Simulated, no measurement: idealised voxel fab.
process module | voxel transistor to metal
cross-section cut | 160 nm wide | cells 5 nm
A cross-section is a grid of square cells, given in bands from the top down. A band is one or more rows of cells.
Each band's line starts with the height of the band's top and of its bottom, in nm. Then come its materials from left to right, each with its width in nm. One material with "throughout" fills the band from edge to edge. "air" is empty space.
Height 0 is the level under which the wafer as received is all one material. The lowest band goes on downwards, as in "0 down".
A width such as "30 to 40" changes by the same amount from each row of cells to the next, from the band's top row to its bottom row.
"no change" after a step means that no cell of the cross-section changed.
closed voids: empty space of 8 cells or more with no open way to the top, each as width x height at its distance from the left edge, in nm
after a step's settings: what the simulator itself notes on the step
overlay nm, on a step with a mask: how far to the right of its planned place the mask lay; to the left if negative
plan
1 op RECEIVE | material Si
2 op OXIDIZE | depth nm 5
3 op CONFORMAL_DEP | material SiN | thk nm 10
4 op MASKED_ETCH | tone cover | mask id ACTIVE | width nm 110 | etch materials SiN | depth nm 10 | overlay nm 0
5 op MASKED_ETCH | tone cover | mask id ACTIVE | width nm 110 | etch materials SiO2 | depth nm 5 | overlay nm 0
6 op MASKED_ETCH | tone cover | mask id ACTIVE | width nm 110 | etch materials Si | depth nm 35 | overlay nm 0
7 op FILL_DEP | material SiO2 | thk nm 15
8 op CMP | height nm 10
9 op SELECTIVE_ETCH | etch materials SiO2 | depth nm 5
10 op STRIP | etch materials SiN
11 op SELECTIVE_ETCH | etch materials SiO2 | depth nm 5
12 op OXIDIZE | depth nm 5
13 op DIRECTIONAL_DEP | material polySi | thk nm 30
14 op DIRECTIONAL_DEP | material SiCN | thk nm 15
15 op DIRECTIONAL_DEP | material aC | thk nm 15
16 op PATTERN | tone cover | mask id GATE | material resist | width nm 20 | thk nm 30 | overlay nm 0
17 op DIRECTIONAL_ETCH | etch materials aC | depth nm 15
18 op STRIP | etch materials resist
19 op DIRECTIONAL_ETCH | etch materials SiCN | depth nm 25
20 op DIRECTIONAL_ETCH | etch materials polySi | depth nm 40
21 op STRIP | etch materials aC
22 op CONFORMAL_DEP | material SiO2 | thk nm 5
23 op DIRECTIONAL_ETCH | etch materials SiO2 | depth nm 5
24 op CONFORMAL_DEP | material SiN | thk nm 5
25 op DIRECTIONAL_ETCH | etch materials SiN | depth nm 5
26 op DIRECTIONAL_ETCH | etch materials SiO2 | depth nm 5
27 op DIRECTIONAL_ETCH | etch materials Si | depth nm 10
28 op EPI | material SiGe | thk nm 15
29 op FILL_DEP | material SiO2 | thk nm 5
30 op CMP | height nm 40
31 op DIRECTIONAL_DEP | material SiO2 | thk nm 10
32 op DIRECTIONAL_DEP | material aC | thk nm 10
33 op PATTERN | tone open | mask id CONTACT | material resist | width nm 20 | pitch nm 70 | thk nm 30 | overlay nm 0
34 op DIRECTIONAL_ETCH | etch materials aC | depth nm 10
35 op STRIP | etch materials resist
36 op DIRECTIONAL_ETCH | etch materials SiO2 | depth nm 45
37 op STRIP | etch materials aC
38 op CONFORMAL_DEP | material TiN | thk nm 5
39 op FILL_DEP | material W | thk nm 10
40 op CMP | height nm 50
41 op CONFORMAL_DEP | material SiCN | thk nm 5
42 op DIRECTIONAL_DEP | material lowk | thk nm 15
43 op DIRECTIONAL_DEP | material aC | thk nm 15
44 op PATTERN | tone open | mask id METAL_1 | material resist | width nm 20 | pitch nm 70 | thk nm 35 | overlay nm 0
45 op DIRECTIONAL_ETCH | etch materials aC | depth nm 15
46 op STRIP | etch materials resist
47 op DIRECTIONAL_ETCH | etch materials lowk | depth nm 15
48 op DIRECTIONAL_ETCH | etch materials SiCN | depth nm 5
49 op STRIP | etch materials aC
50 op CONFORMAL_DEP | material TiN | thk nm 5
51 op FILL_DEP | material Cu | thk nm 5
52 op CMP | height nm 70
53 op CONFORMAL_DEP | material SiCN | thk nm 5
54 op DIRECTIONAL_DEP | material SiO2 | thk nm 30
55 op MASKED_ETCH | tone open | mask id METAL_2 | width nm 20 | pitch nm 70 | etch materials SiO2 | depth nm 20 | overlay nm 0
56 op PATTERN | tone open | mask id METAL_2_HOLES | material resist | width nm 15 | pitch nm 70 | thk nm 15 | overlay nm 0
57 op DIRECTIONAL_ETCH | etch materials SiO2 | depth nm 10
58 op DIRECTIONAL_ETCH | etch materials SiCN | depth nm 5
59 op STRIP | etch materials resist
60 op CONFORMAL_DEP | material TiN | thk nm 5
61 op FILL_DEP | material Cu | thk nm 5
62 op CMP | height nm 105
63 op CONFORMAL_DEP | material SiN | thk nm 5
first wafer, as planned
as received, after step 1
  0 down: Si throughout
  closed voids: none
after step 2
  0 to -5: SiO2 throughout
  below -5: unchanged
after step 3
  10 to 0: SiN throughout
  below 0: unchanged
after step 4
  10 to 0: air 25 | SiN 110 | air 25
  below 0: unchanged
after step 5
  10 to 0: air 25 | SiN 110 | air 25
  0 to -5: air 25 | SiO2 110 | air 25
  below -5: unchanged
after step 6
  10 to 0: air 25 | SiN 110 | air 25
  0 to -5: air 25 | SiO2 110 | air 25
  -5 to -40: air 25 | Si 110 | air 25
  below -40: unchanged
after step 7
  25 to 10: SiO2 throughout
  10 to 0: SiO2 25 | SiN 110 | SiO2 25
  0 to -5: SiO2 throughout
  -5 to -40: SiO2 25 | Si 110 | SiO2 25
  below -40: unchanged
after step 8
  10 to 0: SiO2 25 | SiN 110 | SiO2 25
  below 0: unchanged
after step 9
  10 to 5: air 25 | SiN 110 | air 25
  below 5: unchanged
after step 10
  5 to 0: SiO2 25 | air 110 | SiO2 25
  below 0: unchanged
after step 11
  0 to -5: SiO2 20 | air 120 | SiO2 20
  below -5: unchanged
after step 12
  0 to -5: SiO2 20 | air 120 | SiO2 20
  -5 to -10: SiO2 throughout
  below -10: unchanged
after step 13
  30 to 25: polySi 20 | air 120 | polySi 20
  25 to 0: polySi throughout
  0 to -5: SiO2 20 | polySi 120 | SiO2 20
  below -5: unchanged
after step 14
  45 to 40: SiCN 20 | air 120 | SiCN 20
  40 to 30: SiCN throughout
  30 to 25: polySi 20 | SiCN 120 | polySi 20
  below 25: unchanged
after step 15
  60 to 55: aC 20 | air 120 | aC 20
  55 to 45: aC throughout
  45 to 40: SiCN 20 | aC 120 | SiCN 20
  below 40: unchanged
after step 16
  90 to 60: air 70 | resist 20 | air 70
  60 to 55: aC 20 | air 50 | resist 20 | air 50 | aC 20
  below 55: unchanged
after step 17
  75 to 55: air 70 | resist 20 | air 70
  55 to 45: air 70 | aC 20 | air 70
  45 to 40: SiCN 20 | air 50 | aC 20 | air 50 | SiCN 20
  below 40: unchanged
after step 18
  55 to 45: air 70 | aC 20 | air 70
  below 45: unchanged
after step 19
  55 to 40: air 70 | aC 20 | air 70
  40 to 30: air 70 | SiCN 20 | air 70
  30 to 25: polySi 20 | air 50 | SiCN 20 | air 50 | polySi 20
  below 25: unchanged
after step 20
  55 to 40: air 70 | aC 20 | air 70
  40 to 25: air 70 | SiCN 20 | air 70
  25 to 0: air 70 | polySi 20 | air 70
  0 to -5: SiO2 20 | air 50 | polySi 20 | air 50 | SiO2 20
  below -5: unchanged
after step 21
  40 to 25: air 70 | SiCN 20 | air 70
  below 25: unchanged
after step 22
  45 to 40: air 65 | SiO2 30 | air 65
  40 to 25: air 65 | SiO2 5 | SiCN 20 | SiO2 5 | air 65
  25 to 5: air 65 | SiO2 5 | polySi 20 | SiO2 5 | air 65
  5 to 0: SiO2 25 | air 40 | SiO2 5 | polySi 20 | SiO2 5 | air 40 | SiO2 25
  0 to -5: SiO2 70 | polySi 20 | SiO2 70
  below -5: unchanged
after step 23
  40 to 25: air 65 | SiO2 5 | SiCN 20 | SiO2 5 | air 65
  25 to 0: air 65 | SiO2 5 | polySi 20 | SiO2 5 | air 65
  0 to -5: SiO2 25 | air 40 | SiO2 5 | polySi 20 | SiO2 5 | air 40 | SiO2 25
  below -5: unchanged
after step 24
  45 to 40: air 60 | SiN 40 | air 60
  40 to 25: air 60 | SiN 5 | SiO2 5 | SiCN 20 | SiO2 5 | SiN 5 | air 60
  25 to 5: air 60 | SiN 5 | SiO2 5 | polySi 20 | SiO2 5 | SiN 5 | air 60
  5 to 0: SiN 30 | air 30 | SiN 5 | SiO2 5 | polySi 20 | SiO2 5 | SiN 5 | air 30 | SiN 30
  0 to -5: SiO2 25 | SiN 40 | SiO2 5 | polySi 20 | SiO2 5 | SiN 40 | SiO2 25
  below -5: unchanged
after step 25
  40 to 25: air 60 | SiN 5 | SiO2 5 | SiCN 20 | SiO2 5 | SiN 5 | air 60
  25 to 0: air 60 | SiN 5 | SiO2 5 | polySi 20 | SiO2 5 | SiN 5 | air 60
  0 to -5: SiO2 25 | SiN 5 | air 30 | SiN 5 | SiO2 5 | polySi 20 | SiO2 5 | SiN 5 | air 30 | SiN 5 | SiO2 25
  below -5: unchanged
after step 26
  40 to 35: air 60 | SiN 5 | air 5 | SiCN 20 | air 5 | SiN 5 | air 60
  35 to 25: air 60 | SiN 5 | SiO2 5 | SiCN 20 | SiO2 5 | SiN 5 | air 60
  25 to 0: air 60 | SiN 5 | SiO2 5 | polySi 20 | SiO2 5 | SiN 5 | air 60
  0 to -5: air 25 | SiN 5 | air 30 | SiN 5 | SiO2 5 | polySi 20 | SiO2 5 | SiN 5 | air 30 | SiN 5 | air 25
  -5 to -10: SiO2 30 | air 30 | SiO2 40 | air 30 | SiO2 30
  below -10: unchanged
after step 27
  40 to 35: air 60 | SiN 5 | air 5 | SiCN 20 | air 5 | SiN 5 | air 60
  35 to 25: air 60 | SiN 5 | SiO2 5 | SiCN 20 | SiO2 5 | SiN 5 | air 60
  25 to 0: air 60 | SiN 5 | SiO2 5 | polySi 20 | SiO2 5 | SiN 5 | air 60
  0 to -5: air 25 | SiN 5 | air 30 | SiN 5 | SiO2 5 | polySi 20 | SiO2 5 | SiN 5 | air 30 | SiN 5 | air 25
  -5 to -10: SiO2 30 | air 30 | SiO2 40 | air 30 | SiO2 30
  -10 to -20: SiO2 25 | Si 5 | air 30 | Si 40 | air 30 | Si 5 | SiO2 25
  below -20: unchanged
after step 28
  40 to 35: air 60 | SiN 5 | air 5 | SiCN 20 | air 5 | SiN 5 | air 60
  35 to 25: air 60 | SiN 5 | SiO2 5 | SiCN 20 | SiO2 5 | SiN 5 | air 60
  25 to 5: air 60 | SiN 5 | SiO2 5 | polySi 20 | SiO2 5 | SiN 5 | air 60
  5 to 0: air 25 | SiGe 35 | SiN 5 | SiO2 5 | polySi 20 | SiO2 5 | SiN 5 | SiGe 35 | air 25
  0 to -5: air 25 | SiN 5 | SiGe 30 | SiN 5 | SiO2 5 | polySi 20 | SiO2 5 | SiN 5 | SiGe 30 | SiN 5 | air 25
  -5 to -10: SiO2 30 | SiGe 30 | SiO2 40 | SiGe 30 | SiO2 30
  -10 to -20: SiO2 25 | Si 5 | SiGe 30 | Si 40 | SiGe 30 | Si 5 | SiO2 25
  below -20: unchanged
after step 29
  45 to 40: SiO2 throughout
  40 to 25: SiO2 60 | SiN 5 | SiO2 5 | SiCN 20 | SiO2 5 | SiN 5 | SiO2 60
  25 to 5: SiO2 60 | SiN 5 | SiO2 5 | polySi 20 | SiO2 5 | SiN 5 | SiO2 60
  5 to 0: SiO2 25 | SiGe 35 | SiN 5 | SiO2 5 | polySi 20 | SiO2 5 | SiN 5 | SiGe 35 | SiO2 25
  0 to -5: SiO2 25 | SiN 5 | SiGe 30 | SiN 5 | SiO2 5 | polySi 20 | SiO2 5 | SiN 5 | SiGe 30 | SiN 5 | SiO2 25
  below -5: unchanged
after step 30
  40 to 25: SiO2 60 | SiN 5 | SiO2 5 | SiCN 20 | SiO2 5 | SiN 5 | SiO2 60
  below 25: unchanged
after step 31
  50 to 40: SiO2 throughout
  below 40: unchanged
after step 32
  60 to 50: aC throughout
  below 50: unchanged
after step 33
  90 to 60: resist 35 | air 20 | resist 50 | air 20 | resist 35
  below 60: unchanged
after step 34
  80 to 60: resist 35 | air 20 | resist 50 | air 20 | resist 35
  60 to 50: aC 35 | air 20 | aC 50 | air 20 | aC 35
  below 50: unchanged
after step 35
  60 to 50: aC 35 | air 20 | aC 50 | air 20 | aC 35
  below 50: unchanged
after step 36
  60 to 50: aC 35 | air 20 | aC 50 | air 20 | aC 35
  50 to 40: SiO2 35 | air 20 | SiO2 50 | air 20 | SiO2 35
  40 to 25: SiO2 35 | air 20 | SiO2 5 | SiN 5 | SiO2 5 | SiCN 20 | SiO2 5 | SiN 5 | SiO2 5 | air 20 | SiO2 35
  25 to 5: SiO2 35 | air 20 | SiO2 5 | SiN 5 | SiO2 5 | polySi 20 | SiO2 5 | SiN 5 | SiO2 5 | air 20 | SiO2 35
  below 5: unchanged
after step 37
  50 to 40: SiO2 35 | air 20 | SiO2 50 | air 20 | SiO2 35
  below 40: unchanged
after step 38
  55 to 50: TiN 40 | air 10 | TiN 60 | air 10 | TiN 40
  50 to 40: SiO2 35 | TiN 5 | air 10 | TiN 5 | SiO2 50 | TiN 5 | air 10 | TiN 5 | SiO2 35
  40 to 25: SiO2 35 | TiN 5 | air 10 | TiN 5 | SiO2 5 | SiN 5 | SiO2 5 | SiCN 20 | SiO2 5 | SiN 5 | SiO2 5 | TiN 5 | air 10 | TiN 5 | SiO2 35
  25 to 10: SiO2 35 | TiN 5 | air 10 | TiN 5 | SiO2 5 | SiN 5 | SiO2 5 | polySi 20 | SiO2 5 | SiN 5 | SiO2 5 | TiN 5 | air 10 | TiN 5 | SiO2 35
  10 to 5: SiO2 35 | TiN 20 | SiO2 5 | SiN 5 | SiO2 5 | polySi 20 | SiO2 5 | SiN 5 | SiO2 5 | TiN 20 | SiO2 35
  below 5: unchanged
after step 39
  65 to 55: W throughout
  55 to 50: TiN 40 | W 10 | TiN 60 | W 10 | TiN 40
  50 to 40: SiO2 35 | TiN 5 | W 10 | TiN 5 | SiO2 50 | TiN 5 | W 10 | TiN 5 | SiO2 35
  40 to 25: SiO2 35 | TiN 5 | W 10 | TiN 5 | SiO2 5 | SiN 5 | SiO2 5 | SiCN 20 | SiO2 5 | SiN 5 | SiO2 5 | TiN 5 | W 10 | TiN 5 | SiO2 35
  25 to 10: SiO2 35 | TiN 5 | W 10 | TiN 5 | SiO2 5 | SiN 5 | SiO2 5 | polySi 20 | SiO2 5 | SiN 5 | SiO2 5 | TiN 5 | W 10 | TiN 5 | SiO2 35
  below 10: unchanged
after step 40
  50 to 40: SiO2 35 | TiN 5 | W 10 | TiN 5 | SiO2 50 | TiN 5 | W 10 | TiN 5 | SiO2 35
  below 40: unchanged
after step 41
  55 to 50: SiCN throughout
  below 50: unchanged
after step 42
  70 to 55: lowk throughout
  below 55: unchanged
after step 43
  85 to 70: aC throughout
  below 70: unchanged
after step 44
  120 to 85: resist 35 | air 20 | resist 50 | air 20 | resist 35
  below 85: unchanged
after step 45
  105 to 85: resist 35 | air 20 | resist 50 | air 20 | resist 35
  85 to 70: aC 35 | air 20 | aC 50 | air 20 | aC 35
  below 70: unchanged
after step 46
  85 to 70: aC 35 | air 20 | aC 50 | air 20 | aC 35
  below 70: unchanged
after step 47
  85 to 70: aC 35 | air 20 | aC 50 | air 20 | aC 35
  70 to 55: lowk 35 | air 20 | lowk 50 | air 20 | lowk 35
  below 55: unchanged
after step 48
  85 to 70: aC 35 | air 20 | aC 50 | air 20 | aC 35
  70 to 55: lowk 35 | air 20 | lowk 50 | air 20 | lowk 35
  55 to 50: SiCN 35 | air 20 | SiCN 50 | air 20 | SiCN 35
  below 50: unchanged
after step 49
  70 to 55: lowk 35 | air 20 | lowk 50 | air 20 | lowk 35
  below 55: unchanged
after step 50
  75 to 70: TiN 40 | air 10 | TiN 60 | air 10 | TiN 40
  70 to 55: lowk 35 | TiN 5 | air 10 | TiN 5 | lowk 50 | TiN 5 | air 10 | TiN 5 | lowk 35
  55 to 50: SiCN 35 | TiN 20 | SiCN 50 | TiN 20 | SiCN 35
  below 50: unchanged
after step 51
  80 to 75: Cu throughout
  75 to 70: TiN 40 | Cu 10 | TiN 60 | Cu 10 | TiN 40
  70 to 55: lowk 35 | TiN 5 | Cu 10 | TiN 5 | lowk 50 | TiN 5 | Cu 10 | TiN 5 | lowk 35
  below 55: unchanged
after step 52
  70 to 55: lowk 35 | TiN 5 | Cu 10 | TiN 5 | lowk 50 | TiN 5 | Cu 10 | TiN 5 | lowk 35
  below 55: unchanged
after step 53
  75 to 70: SiCN throughout
  below 70: unchanged
after step 54
  105 to 75: SiO2 throughout
  below 75: unchanged
after step 55
  105 to 85: SiO2 35 | air 20 | SiO2 50 | air 20 | SiO2 35
  below 85: unchanged
after step 56
  120 to 105: resist 35 | air 15 | resist 55 | air 15 | resist 40
  105 to 85: SiO2 35 | air 15 | resist 5 | SiO2 50 | air 15 | resist 5 | SiO2 35
  below 85: unchanged
after step 57
  120 to 105: resist 35 | air 15 | resist 55 | air 15 | resist 40
  105 to 85: SiO2 35 | air 15 | resist 5 | SiO2 50 | air 15 | resist 5 | SiO2 35
  85 to 75: SiO2 35 | air 15 | SiO2 55 | air 15 | SiO2 40
  below 75: unchanged
after step 58
  120 to 105: resist 35 | air 15 | resist 55 | air 15 | resist 40
  105 to 85: SiO2 35 | air 15 | resist 5 | SiO2 50 | air 15 | resist 5 | SiO2 35
  85 to 75: SiO2 35 | air 15 | SiO2 55 | air 15 | SiO2 40
  75 to 70: SiCN 35 | air 15 | SiCN 55 | air 15 | SiCN 40
  below 70: unchanged
after step 59
  105 to 85: SiO2 35 | air 20 | SiO2 50 | air 20 | SiO2 35
  below 85: unchanged
after step 60
  110 to 105: TiN 40 | air 10 | TiN 60 | air 10 | TiN 40
  105 to 90: SiO2 35 | TiN 5 | air 10 | TiN 5 | SiO2 50 | TiN 5 | air 10 | TiN 5 | SiO2 35
  90 to 85: SiO2 35 | TiN 5 | air 5 | TiN 10 | SiO2 50 | TiN 5 | air 5 | TiN 10 | SiO2 35
  85 to 75: SiO2 35 | TiN 5 | air 5 | TiN 5 | SiO2 55 | TiN 5 | air 5 | TiN 5 | SiO2 40
  75 to 70: SiCN 35 | TiN 15 | SiCN 55 | TiN 15 | SiCN 40
  below 70: unchanged
after step 61
  115 to 110: Cu throughout
  110 to 105: TiN 40 | Cu 10 | TiN 60 | Cu 10 | TiN 40
  105 to 90: SiO2 35 | TiN 5 | Cu 10 | TiN 5 | SiO2 50 | TiN 5 | Cu 10 | TiN 5 | SiO2 35
  90 to 85: SiO2 35 | TiN 5 | Cu 5 | TiN 10 | SiO2 50 | TiN 5 | Cu 5 | TiN 10 | SiO2 35
  85 to 75: SiO2 35 | TiN 5 | Cu 5 | TiN 5 | SiO2 55 | TiN 5 | Cu 5 | TiN 5 | SiO2 40
  below 75: unchanged
after step 62
  105 to 90: SiO2 35 | TiN 5 | Cu 10 | TiN 5 | SiO2 50 | TiN 5 | Cu 10 | TiN 5 | SiO2 35
  below 90: unchanged
after step 63
  110 to 105: SiN throughout
  below 105: unchanged
second wafer: like start, like plan, one mistake. Through step 13 it matches the first wafer
when step 14 should have ended
  60 to 55: SiCN 20 | air 120 | SiCN 20
  55 to 30: SiCN throughout
  30 to 25: polySi 20 | SiCN 120 | polySi 20
  below 25: unchanged
when step 15 should have ended
  75 to 70: aC 20 | air 120 | aC 20
  70 to 60: aC throughout
  60 to 55: SiCN 20 | aC 120 | SiCN 20
  below 55: unchanged
when step 16 should have ended
  105 to 75: air 70 | resist 20 | air 70
  75 to 70: aC 20 | air 50 | resist 20 | air 50 | aC 20
  below 70: unchanged
when step 17 should have ended
  90 to 70: air 70 | resist 20 | air 70
  70 to 60: air 70 | aC 20 | air 70
  60 to 55: SiCN 20 | air 50 | aC 20 | air 50 | SiCN 20
  below 55: unchanged
when step 18 should have ended
  70 to 60: air 70 | aC 20 | air 70
  below 60: unchanged
when step 19 should have ended
  70 to 55: air 70 | aC 20 | air 70
  55 to 35: air 70 | SiCN 20 | air 70
  35 to 30: SiCN 20 | air 50 | SiCN 20 | air 50 | SiCN 20
  below 30: unchanged
when step 20 should have ended: no change
when step 21 should have ended
  55 to 35: air 70 | SiCN 20 | air 70
  below 35: unchanged
when step 22 should have ended
  60 to 55: air 65 | SiO2 30 | air 65
  55 to 40: air 65 | SiO2 5 | SiCN 20 | SiO2 5 | air 65
  40 to 35: SiO2 25 | air 40 | SiO2 5 | SiCN 20 | SiO2 5 | air 40 | SiO2 25
  35 to 30: SiCN 20 | SiO2 50 | SiCN 20 | SiO2 50 | SiCN 20
  below 30: unchanged
when step 23 should have ended
  55 to 35: air 65 | SiO2 5 | SiCN 20 | SiO2 5 | air 65
  35 to 30: SiCN 20 | SiO2 5 | air 40 | SiO2 5 | SiCN 20 | SiO2 5 | air 40 | SiO2 5 | SiCN 20
  below 30: unchanged
when step 24 should have ended
  60 to 55: air 60 | SiN 40 | air 60
  55 to 40: air 60 | SiN 5 | SiO2 5 | SiCN 20 | SiO2 5 | SiN 5 | air 60
  40 to 35: SiN 30 | air 30 | SiN 5 | SiO2 5 | SiCN 20 | SiO2 5 | SiN 5 | air 30 | SiN 30
  35 to 30: SiCN 20 | SiO2 5 | SiN 40 | SiO2 5 | SiCN 20 | SiO2 5 | SiN 40 | SiO2 5 | SiCN 20
  below 30: unchanged
when step 25 should have ended
  55 to 35: air 60 | SiN 5 | SiO2 5 | SiCN 20 | SiO2 5 | SiN 5 | air 60
  35 to 30: SiCN 20 | SiO2 5 | SiN 5 | air 30 | SiN 5 | SiO2 5 | SiCN 20 | SiO2 5 | SiN 5 | air 30 | SiN 5 | SiO2 5 | SiCN 20
  below 30: unchanged
when step 26 should have ended
  55 to 50: air 60 | SiN 5 | air 5 | SiCN 20 | air 5 | SiN 5 | air 60
  50 to 35: air 60 | SiN 5 | SiO2 5 | SiCN 20 | SiO2 5 | SiN 5 | air 60
  35 to 30: SiCN 20 | air 5 | SiN 5 | air 30 | SiN 5 | SiO2 5 | SiCN 20 | SiO2 5 | SiN 5 | air 30 | SiN 5 | air 5 | SiCN 20
  below 30: unchanged
when step 27 should have ended: no change
when step 28 should have ended: no change
when step 29 should have ended
  60 to 55: SiO2 throughout
  55 to 35: SiO2 60 | SiN 5 | SiO2 5 | SiCN 20 | SiO2 5 | SiN 5 | SiO2 60
  35 to 30: SiCN 20 | SiO2 5 | SiN 5 | SiO2 30 | SiN 5 | SiO2 5 | SiCN 20 | SiO2 5 | SiN 5 | SiO2 30 | SiN 5 | SiO2 5 | SiCN 20
  below 30: unchanged
when step 30 should have ended
  40 to 35: SiO2 60 | SiN 5 | SiO2 5 | SiCN 20 | SiO2 5 | SiN 5 | SiO2 60
  below 35: unchanged
when step 31 should have ended
  50 to 40: SiO2 throughout
  below 40: unchanged
when step 32 should have ended
  60 to 50: aC throughout
  below 50: unchanged
when step 33 should have ended
  90 to 60: resist 35 | air 20 | resist 50 | air 20 | resist 35
  below 60: unchanged
when step 34 should have ended
  80 to 60: resist 35 | air 20 | resist 50 | air 20 | resist 35
  60 to 50: aC 35 | air 20 | aC 50 | air 20 | aC 35
  below 50: unchanged
when step 35 should have ended
  60 to 50: aC 35 | air 20 | aC 50 | air 20 | aC 35
  below 50: unchanged
when step 36 should have ended
  60 to 50: aC 35 | air 20 | aC 50 | air 20 | aC 35
  50 to 40: SiO2 35 | air 20 | SiO2 50 | air 20 | SiO2 35
  40 to 35: SiO2 35 | air 20 | SiO2 5 | SiN 5 | SiO2 5 | SiCN 20 | SiO2 5 | SiN 5 | SiO2 5 | air 20 | SiO2 35
  35 to 30: SiCN 20 | SiO2 5 | SiN 5 | SiO2 5 | air 20 | SiO2 5 | SiN 5 | SiO2 5 | SiCN 20 | SiO2 5 | SiN 5 | SiO2 5 | air 20 | SiO2 5 | SiN 5 | SiO2 5 | SiCN 20
  below 30: unchanged
when step 37 should have ended
  50 to 40: SiO2 35 | air 20 | SiO2 50 | air 20 | SiO2 35
  below 40: unchanged
when step 38 should have ended
  55 to 50: TiN 40 | air 10 | TiN 60 | air 10 | TiN 40
  50 to 40: SiO2 35 | TiN 5 | air 10 | TiN 5 | SiO2 50 | TiN 5 | air 10 | TiN 5 | SiO2 35
  40 to 35: SiO2 35 | TiN 5 | air 10 | TiN 5 | SiO2 5 | SiN 5 | SiO2 5 | SiCN 20 | SiO2 5 | SiN 5 | SiO2 5 | TiN 5 | air 10 | TiN 5 | SiO2 35
  35 to 30: SiCN 20 | SiO2 5 | SiN 5 | SiO2 5 | TiN 20 | SiO2 5 | SiN 5 | SiO2 5 | SiCN 20 | SiO2 5 | SiN 5 | SiO2 5 | TiN 20 | SiO2 5 | SiN 5 | SiO2 5 | SiCN 20
  below 30: unchanged
when step 39 should have ended
  65 to 55: W throughout
  55 to 50: TiN 40 | W 10 | TiN 60 | W 10 | TiN 40
  50 to 40: SiO2 35 | TiN 5 | W 10 | TiN 5 | SiO2 50 | TiN 5 | W 10 | TiN 5 | SiO2 35
  40 to 35: SiO2 35 | TiN 5 | W 10 | TiN 5 | SiO2 5 | SiN 5 | SiO2 5 | SiCN 20 | SiO2 5 | SiN 5 | SiO2 5 | TiN 5 | W 10 | TiN 5 | SiO2 35
  below 35: unchanged
when step 40 should have ended
  50 to 40: SiO2 35 | TiN 5 | W 10 | TiN 5 | SiO2 50 | TiN 5 | W 10 | TiN 5 | SiO2 35
  below 40: unchanged
when step 41 should have ended
  55 to 50: SiCN throughout
  below 50: unchanged
when step 42 should have ended
  70 to 55: lowk throughout
  below 55: unchanged
when step 43 should have ended
  85 to 70: aC throughout
  below 70: unchanged
when step 44 should have ended
  120 to 85: resist 35 | air 20 | resist 50 | air 20 | resist 35
  below 85: unchanged
when step 45 should have ended
  105 to 85: resist 35 | air 20 | resist 50 | air 20 | resist 35
  85 to 70: aC 35 | air 20 | aC 50 | air 20 | aC 35
  below 70: unchanged
when step 46 should have ended
  85 to 70: aC 35 | air 20 | aC 50 | air 20 | aC 35
  below 70: unchanged
when step 47 should have ended
  85 to 70: aC 35 | air 20 | aC 50 | air 20 | aC 35
  70 to 55: lowk 35 | air 20 | lowk 50 | air 20 | lowk 35
  below 55: unchanged
when step 48 should have ended
  85 to 70: aC 35 | air 20 | aC 50 | air 20 | aC 35
  70 to 55: lowk 35 | air 20 | lowk 50 | air 20 | lowk 35
  55 to 50: SiCN 35 | air 20 | SiCN 50 | air 20 | SiCN 35
  below 50: unchanged
when step 49 should have ended
  70 to 55: lowk 35 | air 20 | lowk 50 | air 20 | lowk 35
  below 55: unchanged
when step 50 should have ended
  75 to 70: TiN 40 | air 10 | TiN 60 | air 10 | TiN 40
  70 to 55: lowk 35 | TiN 5 | air 10 | TiN 5 | lowk 50 | TiN 5 | air 10 | TiN 5 | lowk 35
  55 to 50: SiCN 35 | TiN 20 | SiCN 50 | TiN 20 | SiCN 35
  below 50: unchanged
when step 51 should have ended
  80 to 75: Cu throughout
  75 to 70: TiN 40 | Cu 10 | TiN 60 | Cu 10 | TiN 40
  70 to 55: lowk 35 | TiN 5 | Cu 10 | TiN 5 | lowk 50 | TiN 5 | Cu 10 | TiN 5 | lowk 35
  below 55: unchanged
when step 52 should have ended
  70 to 55: lowk 35 | TiN 5 | Cu 10 | TiN 5 | lowk 50 | TiN 5 | Cu 10 | TiN 5 | lowk 35
  below 55: unchanged
when step 53 should have ended
  75 to 70: SiCN throughout
  below 70: unchanged
when step 54 should have ended
  105 to 75: SiO2 throughout
  below 75: unchanged
when step 55 should have ended
  105 to 85: SiO2 35 | air 20 | SiO2 50 | air 20 | SiO2 35
  below 85: unchanged
when step 56 should have ended
  120 to 105: resist 35 | air 15 | resist 55 | air 15 | resist 40
  105 to 85: SiO2 35 | air 15 | resist 5 | SiO2 50 | air 15 | resist 5 | SiO2 35
  below 85: unchanged
when step 57 should have ended
  120 to 105: resist 35 | air 15 | resist 55 | air 15 | resist 40
  105 to 85: SiO2 35 | air 15 | resist 5 | SiO2 50 | air 15 | resist 5 | SiO2 35
  85 to 75: SiO2 35 | air 15 | SiO2 55 | air 15 | SiO2 40
  below 75: unchanged
when step 58 should have ended
  120 to 105: resist 35 | air 15 | resist 55 | air 15 | resist 40
  105 to 85: SiO2 35 | air 15 | resist 5 | SiO2 50 | air 15 | resist 5 | SiO2 35
  85 to 75: SiO2 35 | air 15 | SiO2 55 | air 15 | SiO2 40
  75 to 70: SiCN 35 | air 15 | SiCN 55 | air 15 | SiCN 40
  below 70: unchanged
when step 59 should have ended
  105 to 85: SiO2 35 | air 20 | SiO2 50 | air 20 | SiO2 35
  below 85: unchanged
when step 60 should have ended
  110 to 105: TiN 40 | air 10 | TiN 60 | air 10 | TiN 40
  105 to 90: SiO2 35 | TiN 5 | air 10 | TiN 5 | SiO2 50 | TiN 5 | air 10 | TiN 5 | SiO2 35
  90 to 85: SiO2 35 | TiN 5 | air 5 | TiN 10 | SiO2 50 | TiN 5 | air 5 | TiN 10 | SiO2 35
  85 to 75: SiO2 35 | TiN 5 | air 5 | TiN 5 | SiO2 55 | TiN 5 | air 5 | TiN 5 | SiO2 40
  75 to 70: SiCN 35 | TiN 15 | SiCN 55 | TiN 15 | SiCN 40
  below 70: unchanged
when step 61 should have ended
  115 to 110: Cu throughout
  110 to 105: TiN 40 | Cu 10 | TiN 60 | Cu 10 | TiN 40
  105 to 90: SiO2 35 | TiN 5 | Cu 10 | TiN 5 | SiO2 50 | TiN 5 | Cu 10 | TiN 5 | SiO2 35
  90 to 85: SiO2 35 | TiN 5 | Cu 5 | TiN 10 | SiO2 50 | TiN 5 | Cu 5 | TiN 10 | SiO2 35
  85 to 75: SiO2 35 | TiN 5 | Cu 5 | TiN 5 | SiO2 55 | TiN 5 | Cu 5 | TiN 5 | SiO2 40
  below 75: unchanged
when step 62 should have ended
  105 to 90: SiO2 35 | TiN 5 | Cu 10 | TiN 5 | SiO2 50 | TiN 5 | Cu 10 | TiN 5 | SiO2 35
  below 90: unchanged
when step 63 should have ended
  110 to 105: SiN throughout
  below 105: unchanged
what went wrong: step 14 was run twice
at the end the second wafer has, in cells: 24 more of Si | 28 more of SiCN | 62 fewer of SiGe | 14 fewer of SiN | 104 fewer of SiO2 | 20 fewer of TiN | 20 fewer of W | 168 more of polySi
